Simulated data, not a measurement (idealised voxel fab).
The name of this process module is voxel ribs on slabs.
Xsec cut, 145 nm wide, square cell size 5 nm.
The cross-sections in this document take the form of a grid made of square cells. They are written out as bands, in order from top to bottom. Each band consists of one or more rows of cells. Heads up on the band format: heights come first, top then bottom, in nm. After that it's the materials left to right, each with its width in nm. A single material flagged "everywhere" fills the whole band edge to edge, and "blank" means there's empty space there. The reference from which all heights are counted is 0, the level beneath which the as-received wafer is entirely one material; the lowest band, having no lower bound, proceeds downward and is written after the example "0..down". Note: "30..40" means the width goes from the first number (top row of the band) to the second number (bottom row) in equal steps per row of cells. A step reported as "remained unchanged" is a step in which no cell of the cross-section changed. "Closed void list": empty spaces of 8 cells or more with no open way to the top, each given as width x height at distance, distance from the left edge, all in nm. Formally, on a step line, whatever follows the settings is a remark that the simulator itself makes on the step. The optional step-line setting "overlay nm" applies to steps with a mask and quantifies how far to the right of its planned location the mask lay, a negative value indicating leftward placement.
Here's what the planned process steps look like:
1) RECEIVE (material Si)
2) DIRECTIONAL_DEP (material SiO2; thk nm 25)
3) DIRECTIONAL_DEP (material polySi; thk nm 25)
4) PATTERN (tone cover; mask id RIB; material resist; width nm 20; thk nm 15; overlay nm 0)
5) DIRECTIONAL_ETCH (etch materials polySi; depth nm 15)
6) STRIP (etch materials resist)
7) MASKED_ETCH (tone cover; mask id SLAB; width nm 80; etch materials polySi; depth nm 10; overlay nm 0)
8) FILL_DEP (material SiO2; thk nm 15)
9) CMP (height nm 60)
10) DIRECTIONAL_DEP (material TiN; thk nm 5)
11) PATTERN (tone cover; mask id HEATER; material resist; width nm 30; thk nm 20; overlay nm 0)
12) DIRECTIONAL_ETCH (etch materials TiN; depth nm 5)
13) STRIP (etch materials resist)
14) CONFORMAL_DEP (material SiN; thk nm 5)
Step 1 complete: cross-section of the wafer as received:
  0..down  Si everywhere
  Closed void list: none
End-of-module cross-section of the first of two wafers, processed as planned:
  70..65  blank (50), SiN (40), blank (55)
  65..60  SiN (55), TiN (30), SiN (60)
  60..50  SiO2 everywhere
  50..35  SiO2 (60), polySi (20), SiO2 (65)
  35..25  SiO2 (30), polySi (80), SiO2 (35)
  25..0  SiO2 everywhere
  0..down  Si everywhere
  Closed void list: none
Wafer two cross-section, module end. Start and plan unchanged from wafer one; one mistake made during the run:
  70..65  blank (50), SiN (40), blank (55)
  65..60  SiN (55), TiN (30), SiN (60)
  60..25  SiO2 everywhere
  25..0  polySi everywhere
  0..down  Si everywhere
  Closed void list: none
What went wrong in running the wafer? the run placed steps 2 and 3 each in the position the plan gave to the other
End of process, cell counts, second wafer against first, materials with more or fewer: SiO2 -101, polySi +101
